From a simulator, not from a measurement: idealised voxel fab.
Documented hereafter: the process module known as voxel self aligned contacts.
The figure presents cross-section cut, which has a width of 185 nm and is divided into square cells with an edge length of 5 nm.
For the purposes of this document, a cross-section shall be understood as a grid of square cells, specified as bands listed in top-to-bottom order, each band consisting of one or more rows of cells. A band entry consists of two parts. The first gives the height of the band's top and the height of its bottom, in nm. The rest lists the band's materials from left to right, each with its width in nm. A single material labelled with the word "all across" fills the band from edge to edge, and the word "empty" marks empty space. Heads up on the height convention: 0 is the point under which the incoming wafer is all one material, and the lowest band has no bottom, it just keeps going down, like "from 0 down". Per-row width for "30..40": begins at first number (top row of band), ends at second number (bottom row), increment between rows held constant. What does "identical to before" mean for a step? It means no cell of the cross-section changed in that step. Voids not open to the top, 8 cells minimum: see "Closed-off voids". Written width x height at distance; distance is from the left edge; nm. Note: text after step settings on the step line = simulator remark on that step. overlay nm: how far to the right of its planned place the mask lay on this masked step (negative: to the left).
-- Intended process steps
1: RECEIVE | material Si
2: CONFORMAL_DEP | material SiO2 | thk nm 5
3: DIRECTIONAL_DEP | material polySi | thk nm 30
4: DIRECTIONAL_DEP | material SiN | thk nm 20
5: PATTERN | tone cover | mask id GATE | material resist | width nm 25 | pitch nm 60 | thk nm 20 | overlay nm 0
6: DIRECTIONAL_ETCH | etch materials SiN | depth nm 20
7: DIRECTIONAL_ETCH | etch materials polySi | depth nm 30
8: STRIP | etch materials resist
9: CONFORMAL_DEP | material SiN | thk nm 10
10: DIRECTIONAL_ETCH | etch materials SiN | depth nm 10
11: FILL_DEP | material SiO2 | thk nm 20
12: CMP | height nm 65
13: PATTERN | tone open | mask id CONTACT | material resist | width nm 45 | thk nm 15 | overlay nm 0
14: DIRECTIONAL_ETCH | etch materials SiO2 | depth nm 65
15: STRIP | etch materials resist
16: CONFORMAL_DEP | material TiN | thk nm 5
17: FILL_DEP | material W | thk nm 5
18: CMP | height nm 65
19: CONFORMAL_DEP | material SiCN | thk nm 5
-- Of two wafers, the first: run according to plan
-- Cross-section: wafer on arrival = after step 1
from 0 down | Si all across
Closed-off voids: none
-- after step 2
from 5 to 0 | SiO2 all across
Beneath the level 0, the cross-section is identical to its previous state.
-- after step 3
from 35 to 5 | polySi all across
Beneath the level 5, the cross-section is identical to its previous state.
-- after step 4
from 55 to 35 | SiN all across
Beneath the level 35, the cross-section is identical to its previous state.
-- after step 5
from 75 to 55 | empty 50 | resist 25 | empty 35 | resist 25 | empty 50
Beneath the level 55, the cross-section is identical to its previous state.
-- after step 6
from 75 to 55 | empty 50 | resist 25 | empty 35 | resist 25 | empty 50
from 55 to 35 | empty 50 | SiN 25 | empty 35 | SiN 25 | empty 50
Beneath the level 35, the cross-section is identical to its previous state.
-- after step 7
from 75 to 55 | empty 50 | resist 25 | empty 35 | resist 25 | empty 50
from 55 to 35 | empty 50 | SiN 25 | empty 35 | SiN 25 | empty 50
from 35 to 5 | empty 50 | polySi 25 | empty 35 | polySi 25 | empty 50
Beneath the level 5, the cross-section is identical to its previous state.
-- after step 8
from 55 to 35 | empty 50 | SiN 25 | empty 35 | SiN 25 | empty 50
Beneath the level 35, the cross-section is identical to its previous state.
-- after step 9
from 65 to 35 | empty 40 | SiN 45 | empty 15 | SiN 45 | empty 40
from 35 to 15 | empty 40 | SiN 10 | polySi 25 | SiN 10 | empty 15 | SiN 10 | polySi 25 | SiN 10 | empty 40
from 15 to 5 | SiN 50 | polySi 25 | SiN 35 | polySi 25 | SiN 50
Beneath the level 5, the cross-section is identical to its previous state.
-- after step 10
from 55 to 35 | empty 40 | SiN 45 | empty 15 | SiN 45 | empty 40
from 35 to 5 | empty 40 | SiN 10 | polySi 25 | SiN 10 | empty 15 | SiN 10 | polySi 25 | SiN 10 | empty 40
Beneath the level 5, the cross-section is identical to its previous state.
-- after step 11
from 75 to 55 | SiO2 all across
from 55 to 35 | SiO2 40 | SiN 45 | SiO2 15 | SiN 45 | SiO2 40
from 35 to 5 | SiO2 40 | SiN 10 | polySi 25 | SiN 10 | SiO2 15 | SiN 10 | polySi 25 | SiN 10 | SiO2 40
Beneath the level 5, the cross-section is identical to its previous state.
-- after step 12
from 65 to 55 | SiO2 all across
Beneath the level 55, the cross-section is identical to its previous state.
-- after step 13
from 80 to 65 | resist 70 | empty 45 | resist 70
Beneath the level 65, the cross-section is identical to its previous state.
-- after step 14
from 80 to 65 | resist 70 | empty 45 | resist 70
from 65 to 55 | SiO2 70 | empty 45 | SiO2 70
from 55 to 35 | SiO2 40 | SiN 45 | empty 15 | SiN 45 | SiO2 40
from 35 to 5 | SiO2 40 | SiN 10 | polySi 25 | SiN 10 | empty 15 | SiN 10 | polySi 25 | SiN 10 | SiO2 40
from 5 to 0 | SiO2 85 | empty 15 | SiO2 85
Beneath the level 0, the cross-section is identical to its previous state.
-- after step 15
from 65 to 55 | SiO2 70 | empty 45 | SiO2 70
Beneath the level 55, the cross-section is identical to its previous state.
-- after step 16
from 70 to 65 | TiN 75 | empty 35 | TiN 75
from 65 to 55 | SiO2 70 | TiN 5..20 | empty 35..5 | TiN 5..20 | SiO2 70
from 55 to 35 | SiO2 40 | SiN 45 | TiN 5 | empty 5 | TiN 5 | SiN 45 | SiO2 40
from 35 to 5 | SiO2 40 | SiN 10 | polySi 25 | SiN 10 | TiN 5 | empty 5 | TiN 5 | SiN 10 | polySi 25 | SiN 10 | SiO2 40
from 5 to 0 | SiO2 85 | TiN 15 | SiO2 85
Beneath the level 0, the cross-section is identical to its previous state.
-- after step 17
from 75 to 70 | W all across
from 70 to 65 | TiN 75 | W 35 | TiN 75
from 65 to 55 | SiO2 70 | TiN 5..20 | W 35..5 | TiN 5..20 | SiO2 70
from 55 to 35 | SiO2 40 | SiN 45 | TiN 5 | W 5 | TiN 5 | SiN 45 | SiO2 40
from 35 to 5 | SiO2 40 | SiN 10 | polySi 25 | SiN 10 | TiN 5 | W 5 | TiN 5 | SiN 10 | polySi 25 | SiN 10 | SiO2 40
Beneath the level 5, the cross-section is identical to its previous state.
-- after step 18
from 65 to 55 | SiO2 70 | TiN 5..20 | W 35..5 | TiN 5..20 | SiO2 70
Beneath the level 55, the cross-section is identical to its previous state.
-- after step 19
from 70 to 65 | SiCN all across
Beneath the level 65, the cross-section is identical to its previous state.
-- Okay, second wafer. Nothing different at the start, nothing different in the plan, just one mistake somewhere in the running. As far as step 2, counting that step, it's the first wafer all over again
-- The second wafer cut through, at the time step 3 was supposed to be finished
from 65 to 5 | polySi all across
Beneath the level 5, the cross-section is identical to its previous state.
-- The second wafer cut through, at the time step 4 was supposed to be finished
from 85 to 65 | SiN all across
Beneath the level 65, the cross-section is identical to its previous state.
-- The second wafer cut through, at the time step 5 was supposed to be finished
from 105 to 85 | empty 50 | resist 25 | empty 35 | resist 25 | empty 50
Beneath the level 85, the cross-section is identical to its previous state.
-- The second wafer cut through, at the time step 6 was supposed to be finished
from 105 to 85 | empty 50 | resist 25 | empty 35 | resist 25 | empty 50
from 85 to 65 | empty 50 | SiN 25 | empty 35 | SiN 25 | empty 50
Beneath the level 65, the cross-section is identical to its previous state.
-- The second wafer cut through, at the time step 7 was supposed to be finished
from 105 to 85 | empty 50 | resist 25 | empty 35 | resist 25 | empty 50
from 85 to 65 | empty 50 | SiN 25 | empty 35 | SiN 25 | empty 50
from 65 to 35 | empty 50 | polySi 25 | empty 35 | polySi 25 | empty 50
Beneath the level 35, the cross-section is identical to its previous state.
-- The second wafer cut through, at the time step 8 was supposed to be finished
from 85 to 65 | empty 50 | SiN 25 | empty 35 | SiN 25 | empty 50
Beneath the level 65, the cross-section is identical to its previous state.
-- The second wafer cut through, at the time step 9 was supposed to be finished
from 95 to 65 | empty 40 | SiN 45 | empty 15 | SiN 45 | empty 40
from 65 to 45 | empty 40 | SiN 10 | polySi 25 | SiN 10 | empty 15 | SiN 10 | polySi 25 | SiN 10 | empty 40
from 45 to 35 | SiN 50 | polySi 25 | SiN 35 | polySi 25 | SiN 50
Beneath the level 35, the cross-section is identical to its previous state.
-- The second wafer cut through, at the time step 10 was supposed to be finished
from 85 to 65 | empty 40 | SiN 45 | empty 15 | SiN 45 | empty 40
from 65 to 35 | empty 40 | SiN 10 | polySi 25 | SiN 10 | empty 15 | SiN 10 | polySi 25 | SiN 10 | empty 40
Beneath the level 35, the cross-section is identical to its previous state.
-- The second wafer cut through, at the time step 11 was supposed to be finished
from 105 to 85 | SiO2 all across
from 85 to 65 | SiO2 40 | SiN 45 | SiO2 15 | SiN 45 | SiO2 40
from 65 to 35 | SiO2 40 | SiN 10 | polySi 25 | SiN 10 | SiO2 15 | SiN 10 | polySi 25 | SiN 10 | SiO2 40
Beneath the level 35, the cross-section is identical to its previous state.
-- The second wafer cut through, at the time step 12 was supposed to be finished
from 65 to 35 | SiO2 40 | SiN 10 | polySi 25 | SiN 10 | SiO2 15 | SiN 10 | polySi 25 | SiN 10 | SiO2 40
Beneath the level 35, the cross-section is identical to its previous state.
-- The second wafer cut through, at the time step 13 was supposed to be finished
from 80 to 65 | resist 70 | empty 45 | resist 70
Beneath the level 65, the cross-section is identical to its previous state.
-- The second wafer cut through, at the time step 14 was supposed to be finished
from 80 to 65 | resist 70 | empty 45 | resist 70
from 65 to 35 | SiO2 40 | SiN 10 | polySi 25 | SiN 10 | empty 15 | SiN 10 | polySi 25 | SiN 10 | SiO2 40
Beneath the level 35, the cross-section is identical to its previous state.
-- The second wafer cut through, at the time step 15 was supposed to be finished
from 65 to 35 | SiO2 40 | SiN 10 | polySi 25 | SiN 10 | empty 15 | SiN 10 | polySi 25 | SiN 10 | SiO2 40
Beneath the level 35, the cross-section is identical to its previous state.
-- The second wafer cut through, at the time step 16 was supposed to be finished
from 70 to 65 | TiN 90 | empty 5 | TiN 90
from 65 to 40 | SiO2 40 | SiN 10 | polySi 25 | SiN 10 | TiN 5 | empty 5 | TiN 5 | SiN 10 | polySi 25 | SiN 10 | SiO2 40
from 40 to 35 | SiO2 40 | SiN 10 | polySi 25 | SiN 10 | TiN 15 | SiN 10 | polySi 25 | SiN 10 | SiO2 40
Beneath the level 35, the cross-section is identical to its previous state.
-- The second wafer cut through, at the time step 17 was supposed to be finished
from 75 to 70 | W all across
from 70 to 65 | TiN 90 | W 5 | TiN 90
from 65 to 40 | SiO2 40 | SiN 10 | polySi 25 | SiN 10 | TiN 5 | W 5 | TiN 5 | SiN 10 | polySi 25 | SiN 10 | SiO2 40
Beneath the level 40, the cross-section is identical to its previous state.
-- The second wafer cut through, at the time step 18 was supposed to be finished
from 65 to 40 | SiO2 40 | SiN 10 | polySi 25 | SiN 10 | TiN 5 | W 5 | TiN 5 | SiN 10 | polySi 25 | SiN 10 | SiO2 40
Beneath the level 40, the cross-section is identical to its previous state.
-- The second wafer cut through, at the time step 19 was supposed to be finished
from 70 to 65 | SiCN all across
Beneath the level 65, the cross-section is identical to its previous state.
What broke from the plan during processing? plan step 3 was conducted twice
The closing comparison, in cells, has the second wafer with more or fewer of some materials than the first: SiN -72 | SiO2 -117 | TiN -20 | W -13 | polySi +222
